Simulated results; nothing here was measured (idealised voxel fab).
Presented below is a process module, voxel wiring stack.
Square cells of 5 nm make up the cross-section cut, whose width is 185 nm.
We lay out every cross-section as a grid of square cells and spell it out in bands from the top down, where one band means one or more rows of cells.
Heights first: top, then bottom, in nm. Then materials, left to right, each with a width in nm. "edge to edge" on a single material: fills the band edge to edge. "empty": empty space.
Measure heights from 0. That's the level where, below it, the as-received wafer is all one material. The lowest band is bottomless and extends downward; write it as in "0 nm and below".
It should be noted that a width expressed as "30 to 40" varies in equal increments from row to row of cells within the band, taking the value of the first number at the top row and that of the second number at the bottom row.
For the purposes of this document, the phrase "nothing was modified" attached to a step denotes that no cell within the cross-section was modified by that step.
Enclosed voids (no open way to top), threshold 8 cells or more, entry "Sealed internal voids", notation width x height at distance, distance from left edge, nm.
On each step's line, the part that comes after the settings is the simulator's own comment on the step.
"overlay nm" denotes, for a step that has a mask, the displacement of the mask to the right of its planned place, with negative values corresponding to the left.

# These are the steps we planned for the process
1: RECEIVE | material Si
2: CONFORMAL_DEP | material SiO2 | thk nm 15
3: DIRECTIONAL_DEP | material TiN | thk nm 5
4: DIRECTIONAL_DEP | material W | thk nm 15
5: PATTERN | tone cover | mask id METAL_1 | material resist | width nm 20 | pitch nm 45 | thk nm 20 | overlay nm 0
6: DIRECTIONAL_ETCH | etch materials W | depth nm 15
7: DIRECTIONAL_ETCH | etch materials TiN | depth nm 5
8: STRIP | etch materials resist
9: CONFORMAL_DEP | material SiN | thk nm 5
10: FILL_DEP | material lowk | thk nm 5
11: CMP | height nm 35
12: CONFORMAL_DEP | material SiCN | thk nm 5
13: DIRECTIONAL_DEP | material SiO2 | thk nm 35
14: MASKED_ETCH | tone open | mask id METAL_2 | width nm 20 | pitch nm 45 | etch materials SiO2 | depth nm 20 | overlay nm 0
15: DIRECTIONAL_DEP | material aC | thk nm 15
16: PATTERN | tone open | mask id METAL_2_HOLES | material resist | width nm 15 | pitch nm 45 | thk nm 35 | overlay nm 0
17: DIRECTIONAL_ETCH | etch materials aC | depth nm 15
18: STRIP | etch materials resist
19: DIRECTIONAL_ETCH | etch materials SiO2 | depth nm 15
20: DIRECTIONAL_ETCH | etch materials SiCN | depth nm 5
21: STRIP | etch materials aC
22: CONFORMAL_DEP | material TiN | thk nm 5
23: FILL_DEP | material Cu | thk nm 5
24: CMP | height nm 75
25: CONFORMAL_DEP | material SiCN | thk nm 5
26: DIRECTIONAL_DEP | material lowk | thk nm 10
27: PATTERN | tone open | mask id PLUG_2 | material resist | width nm 15 | thk nm 20 | overlay nm 0
28: DIRECTIONAL_ETCH | etch materials lowk | depth nm 10
29: DIRECTIONAL_ETCH | etch materials SiCN | depth nm 5
30: STRIP | etch materials resist
31: CONFORMAL_DEP | material TiN | thk nm 5
32: FILL_DEP | material W | thk nm 5
33: CMP | height nm 90
34: CONFORMAL_DEP | material SiCN | thk nm 5
35: DIRECTIONAL_DEP | material SiO2 | thk nm 25
36: PATTERN | tone open | mask id METAL_3 | material resist | width nm 20 | pitch nm 45 | thk nm 20 | overlay nm 0
37: DIRECTIONAL_ETCH | etch materials SiO2 | depth nm 25
38: DIRECTIONAL_ETCH | etch materials SiCN | depth nm 5
39: STRIP | etch materials resist
40: CONFORMAL_DEP | material TiN | thk nm 5
41: FILL_DEP | material Cu | thk nm 10
42: CMP | height nm 120
43: CONFORMAL_DEP | material SiCN | thk nm 5
44: DIRECTIONAL_DEP | material lowk | thk nm 10
45: PATTERN | tone open | mask id PLUG_3 | material resist | width nm 15 | pitch nm 45 | thk nm 15 | overlay nm 0
46: DIRECTIONAL_ETCH | etch materials lowk | depth nm 10
47: DIRECTIONAL_ETCH | etch materials SiCN | depth nm 5
48: STRIP | etch materials resist
49: EPI | material Ru | thk nm 10
50: EPI | material Ru | thk nm 5
51: DIRECTIONAL_DEP | material TiN | thk nm 5
52: DIRECTIONAL_DEP | material W | thk nm 25
53: MASKED_ETCH | tone cover | mask id METAL_4 | width nm 20 | pitch nm 45 | etch materials W | depth nm 25 | overlay nm 0
54: MASKED_ETCH | tone cover | mask id METAL_4 | width nm 20 | pitch nm 45 | etch materials TiN | depth nm 5 | overlay nm 0
55: CONFORMAL_DEP | material SiN | thk nm 5
56: FILL_DEP | material SiO2 | thk nm 10
57: CMP | height nm 165
58: CONFORMAL_DEP | material SiN | thk nm 5

# Wafer as received: cross-section following step 1
- 0 nm and below = Si edge to edge
- Sealed internal voids: none

# Cross-section, end of module. Start: as above. Plan: as above. Execution: one mistake
- 170 nm to 165 nm = SiN edge to edge
- 165 nm to 140 nm = 55 SiO2 | 5 SiN | 20 W | 5 SiN | 15 SiO2 | 5 SiN | 20 W | 5 SiN | 55 SiO2
- 140 nm to 135 nm = 60 SiN | 20 TiN | 25 SiN | 20 TiN | 60 SiN
- 135 nm to 125 nm = 60 lowk | 15 Ru | 30 lowk | 15 Ru | 65 lowk
- 125 nm to 120 nm = 60 SiCN | 15 Ru | 30 SiCN | 15 Ru | 65 SiCN
- 120 nm to 95 nm = 60 SiO2 | 5 TiN | 10 Cu | 5 TiN | 25 SiO2 | 5 TiN | 10 Cu | 5 TiN | 60 SiO2
- 95 nm to 90 nm = 60 SiCN | 20 TiN | 25 SiCN | 20 TiN | 60 SiCN
- 90 nm to 80 nm = 60 lowk | 5 TiN | 5 W | 5 TiN | 110 lowk
- 80 nm to 75 nm = 60 SiCN | 15 TiN | 110 SiCN
- 75 nm to 40 nm = SiO2 edge to edge
- 40 nm to 35 nm = SiCN edge to edge
- 35 nm to 20 nm = 55 lowk | 5 SiN | 20 W | 5 SiN | 15 lowk | 5 SiN | 20 W | 5 SiN | 55 lowk
- 20 nm to 15 nm = 60 SiN | 20 TiN | 25 SiN | 20 TiN | 60 SiN
- 15 nm to 0 nm = SiO2 edge to edge
- 0 nm and below = Si edge to edge
- Sealed internal voids: none
Heads up, the wafer didn't run the way we planned it: regarding the plan, step 13 was run twice
